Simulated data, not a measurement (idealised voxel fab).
Name of the process module below: voxel fin reveal
Square cells of 5 nm make up the cross-section cut, whose width is 270 nm.
Cross-section spec: square-cell grid; bands listed top down; each band is one or more rows. Band: top and bottom heights (nm) first, top before bottom; then materials from left to right, widths in nm. "edge to edge" marks a sole material filling the band edge to edge. "air" denotes empty space. Heights from 0 (as-received wafer is one material below). Bottom band endless downward, as "from 0 down". A two-number width, for instance "30->40", indicates that the width is equal to the first number in the top row of the band and to the second number in the bottom row, and that it changes by a constant amount per row of cells. It should be understood that the words "changes: none", when stated for a given step, signify that the cross-section underwent no change in any of its cells during that step. "Enclosed internal voids": sealed empty spaces, 8 cells or more, no open way to top, listed width x height at distance, with distance from the left edge and width, height and distance in nm. What comes after the settings on a step's line is commentary from the simulator itself on that step. Among the settings permitted on a step's line is "overlay nm"; applied to a step with a mask, it specifies the extent to which the mask lay to the right of its planned position, whereas a negative figure signifies a position to the left.

Process steps - plan:
step 1: op RECEIVE | material Si
step 2: op CONFORMAL_DEP | material SiN | thk nm 5
step 3: op PATTERN | tone cover | mask id FINS | material resist | width nm 15 | pitch nm 45 | thk nm 20 | overlay nm 0
step 4: op DIRECTIONAL_ETCH | etch materials SiN | depth nm 5
step 5: op DIRECTIONAL_ETCH | etch materials Si | depth nm 30
step 6: op STRIP | etch materials resist
step 7: op FILL_DEP | material SiO2 | thk nm 15
step 8: op CMP | height nm 5
step 9: op SELECTIVE_ETCH | etch materials SiO2 | depth nm 15
step 10: op STRIP | etch materials SiN
step 11: op CONFORMAL_DEP | material HfO2 | thk nm 5

First out of two wafers; run went to plan:

Cross-section of the wafer at receipt, which is the condition after step 1:
	from 0 down = Si edge to edge
	Enclosed internal voids: none

Once step 2 is through, the wafer looks like this in cross-section:
	from 5 to 0 = SiN edge to edge
	For the remainder of the cross-section, below 0, there is no change.

Once step 3 is through, the wafer looks like this in cross-section:
	from 25 to 5 = 80 air, 15 resist, 30 air, 15 resist, 30 air, 15 resist, 85 air
	For the remainder of the cross-section, below 5, there is no change.

Once step 4 is through, the wafer looks like this in cross-section:
	from 25 to 5 = 80 air, 15 resist, 30 air, 15 resist, 30 air, 15 resist, 85 air
	from 5 to 0 = 80 air, 15 SiN, 30 air, 15 SiN, 30 air, 15 SiN, 85 air
	For the remainder of the cross-section, below 0, there is no change.

Once step 5 is through, the wafer looks like this in cross-section:
	from 25 to 5 = 80 air, 15 resist, 30 air, 15 resist, 30 air, 15 resist, 85 air
	from 5 to 0 = 80 air, 15 SiN, 30 air, 15 SiN, 30 air, 15 SiN, 85 air
	from 0 to -30 = 80 air, 15 Si, 30 air, 15 Si, 30 air, 15 Si, 85 air
	For the remainder of the cross-section, below -30, there is no change.

Once step 6 is through, the wafer looks like this in cross-section:
	from 5 to 0 = 80 air, 15 SiN, 30 air, 15 SiN, 30 air, 15 SiN, 85 air
	For the remainder of the cross-section, below 0, there is no change.

Once step 7 is through, the wafer looks like this in cross-section:
	from 20 to 5 = SiO2 edge to edge
	from 5 to 0 = 80 SiO2, 15 SiN, 30 SiO2, 15 SiN, 30 SiO2, 15 SiN, 85 SiO2
	from 0 to -30 = 80 SiO2, 15 Si, 30 SiO2, 15 Si, 30 SiO2, 15 Si, 85 SiO2
	For the remainder of the cross-section, below -30, there is no change.

Once step 8 is through, the wafer looks like this in cross-section:
	from 5 to 0 = 80 SiO2, 15 SiN, 30 SiO2, 15 SiN, 30 SiO2, 15 SiN, 85 SiO2
	For the remainder of the cross-section, below 0, there is no change.

Once step 9 is through, the wafer looks like this in cross-section:
	from 5 to 0 = 80 air, 15 SiN, 30 air, 15 SiN, 30 air, 15 SiN, 85 air
	from 0 to -10 = 80 air, 15 Si, 30 air, 15 Si, 30 air, 15 Si, 85 air
	For the remainder of the cross-section, below -10, there is no change.

Once step 10 is through, the wafer looks like this in cross-section:
	from 0 to -10 = 80 air, 15 Si, 30 air, 15 Si, 30 air, 15 Si, 85 air
	For the remainder of the cross-section, below -10, there is no change.

Once step 11 is through, the wafer looks like this in cross-section:
	from 5 to 0 = 75 air, 25 HfO2, 20 air, 25 HfO2, 20 air, 25 HfO2, 80 air
	from 0 to -5 = 75 air, 5 HfO2, 15 Si, 5 HfO2, 20 air, 5 HfO2, 15 Si, 5 HfO2, 20 air, 5 HfO2, 15 Si, 5 HfO2, 80 air
	from -5 to -10 = 80 HfO2, 15 Si, 30 HfO2, 15 Si, 30 HfO2, 15 Si, 85 HfO2
	For the remainder of the cross-section, below -10, there is no change.

Notes, second wafer: start = first wafer's, plan = first wafer's, execution had one mistake; history identical to first through step 8:

Cross-section: second wafer, time at which step 9 was scheduled to end:
	from 5 to 0 = 80 SiO2, 15 air, 30 SiO2, 15 air, 30 SiO2, 15 air, 85 SiO2
	For the remainder of the cross-section, below 0, there is no change.

Cross-section: second wafer, time at which step 10 was scheduled to end:
	from 0 to -10 = 80 air, 15 Si, 30 air, 15 Si, 30 air, 15 Si, 85 air
	from -10 to -15 = 65 SiO2, 15 air, 15 Si, 30 air, 15 Si, 30 air, 15 Si, 15 air, 70 SiO2
	For the remainder of the cross-section, below -15, there is no change.

Cross-section: second wafer, time at which step 11 was scheduled to end:
	from 5 to 0 = 75 air, 25 HfO2, 20 air, 25 HfO2, 20 air, 25 HfO2, 80 air
	from 0 to -5 = 75 air, 5 HfO2, 15 Si, 5 HfO2, 20 air, 5 HfO2, 15 Si, 5 HfO2, 20 air, 5 HfO2, 15 Si, 5 HfO2, 80 air
	from -5 to -10 = 70 HfO2, 5 air, 5 HfO2, 15 Si, 5 HfO2, 20 air, 5 HfO2, 15 Si, 5 HfO2, 20 air, 5 HfO2, 15 Si, 5 HfO2, 5 air, 75 HfO2
	from -10 to -15 = 65 SiO2, 15 HfO2, 15 Si, 30 HfO2, 15 Si, 30 HfO2, 15 Si, 15 HfO2, 70 SiO2
	For the remainder of the cross-section, below -15, there is no change.
So what did we get wrong on this run? the processing plan was not followed for steps 9 and 10, which were run with their positions exchanged
Wafer comparison, final, in cells, second relative to first, materials more or fewer: 8 more of HfO2; 18 fewer of SiO2
